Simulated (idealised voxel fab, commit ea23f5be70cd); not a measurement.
process module | voxel wiring stack
cross-section cut | 215 nm wide | cells 5 nm
A cross-section is a grid of square cells, given in bands from the top down. A band is one or more rows of cells.
Each band's line starts with the height of the band's top and of its bottom, in nm. Then come its materials from left to right, each with its width in nm. One material with "throughout" fills the band from edge to edge. "air" is empty space.
Height 0 is the level under which the wafer as received is all one material. The lowest band goes on downwards, as in "0 down".
A width such as "30 to 40" changes by the same amount from each row of cells to the next, from the band's top row to its bottom row.
"no change" after a step means that no cell of the cross-section changed.
closed voids: empty space of 8 cells or more with no open way to the top, each as width x height at its distance from the left edge, in nm
after a step's settings: what the simulator itself notes on the step
overlay nm, on a step with a mask: how far to the right of its planned place the mask lay; to the left if negative
plan
1 op RECEIVE | material Si
2 op CONFORMAL_DEP | material SiO2 | thk nm 15
3 op DIRECTIONAL_DEP | material TiN | thk nm 5
4 op DIRECTIONAL_DEP | material W | thk nm 25
5 op PATTERN | tone cover | mask id METAL_1 | material resist | width nm 25 | pitch nm 40 | thk nm 15 | overlay nm 0
6 op DIRECTIONAL_ETCH | etch materials W | depth nm 25
7 op DIRECTIONAL_ETCH | etch materials TiN | depth nm 5
8 op STRIP | etch materials resist
9 op FILL_DEP | material lowk | thk nm 10
10 op CMP | height nm 45
11 op CONFORMAL_DEP | material SiCN | thk nm 5
12 op DIRECTIONAL_DEP | material SiO2 | thk nm 30
13 op DIRECTIONAL_DEP | material aC | thk nm 10
14 op PATTERN | tone open | mask id METAL_2 | material resist | width nm 25 | pitch nm 40 | thk nm 25 | overlay nm 0
15 op DIRECTIONAL_ETCH | etch materials aC | depth nm 10
16 op STRIP | etch materials resist
17 op DIRECTIONAL_ETCH | etch materials SiO2 | depth nm 15
18 op STRIP | etch materials aC
19 op MASKED_ETCH | tone open | mask id METAL_2_HOLES | width nm 15 | pitch nm 40 | etch materials SiO2 | depth nm 15 | overlay nm 0
20 op MASKED_ETCH | tone open | mask id METAL_2_HOLES | width nm 15 | pitch nm 40 | etch materials SiCN | depth nm 5 | overlay nm 0
21 op CONFORMAL_DEP | material TiN | thk nm 5
22 op FILL_DEP | material Cu | thk nm 10
23 op CMP | height nm 80
24 op CONFORMAL_DEP | material SiN | thk nm 5
as received, after step 1
  0 down: Si throughout
  closed voids: none
a wafer at the end: this start, this plan, one mistake
  85 to 80: SiN throughout
  80 to 70: SiO2 35 | TiN 5 | Cu 15 | TiN 5 | SiO2 15 | TiN 5 | Cu 15 | TiN 5 | SiO2 15 | TiN 5 | Cu 15 | TiN 5 | SiO2 15 | TiN 5 | Cu 15 | TiN 5 | SiO2 35
  70 to 65: SiO2 35 | TiN 5 | Cu 5 | TiN 15 | SiO2 15 | TiN 5 | Cu 5 | TiN 15 | SiO2 15 | TiN 5 | Cu 5 | TiN 15 | SiO2 15 | TiN 5 | Cu 5 | TiN 15 | SiO2 35
  65 to 50: SiO2 35 | TiN 5 | Cu 5 | TiN 5 | SiO2 25 | TiN 5 | Cu 5 | TiN 5 | SiO2 25 | TiN 5 | Cu 5 | TiN 5 | SiO2 25 | TiN 5 | Cu 5 | TiN 5 | SiO2 45
  50 to 45: SiCN 35 | TiN 15 | SiCN 25 | TiN 15 | SiCN 25 | TiN 15 | SiCN 25 | TiN 15 | SiCN 45
  45 to 20: lowk 40 | W 25 | lowk 15 | W 25 | lowk 15 | W 25 | lowk 15 | W 25 | lowk 30
  20 to 15: lowk 40 | TiN 25 | lowk 15 | TiN 25 | lowk 15 | TiN 25 | lowk 15 | TiN 25 | lowk 30
  15 to 0: SiO2 throughout
  0 down: Si throughout
  closed voids: none
what went wrong: step 5 ran as: op PATTERN | tone cover | mask id METAL_1 | material resist | width nm 25 | pitch nm 40 | thk nm 15 | overlay nm 5
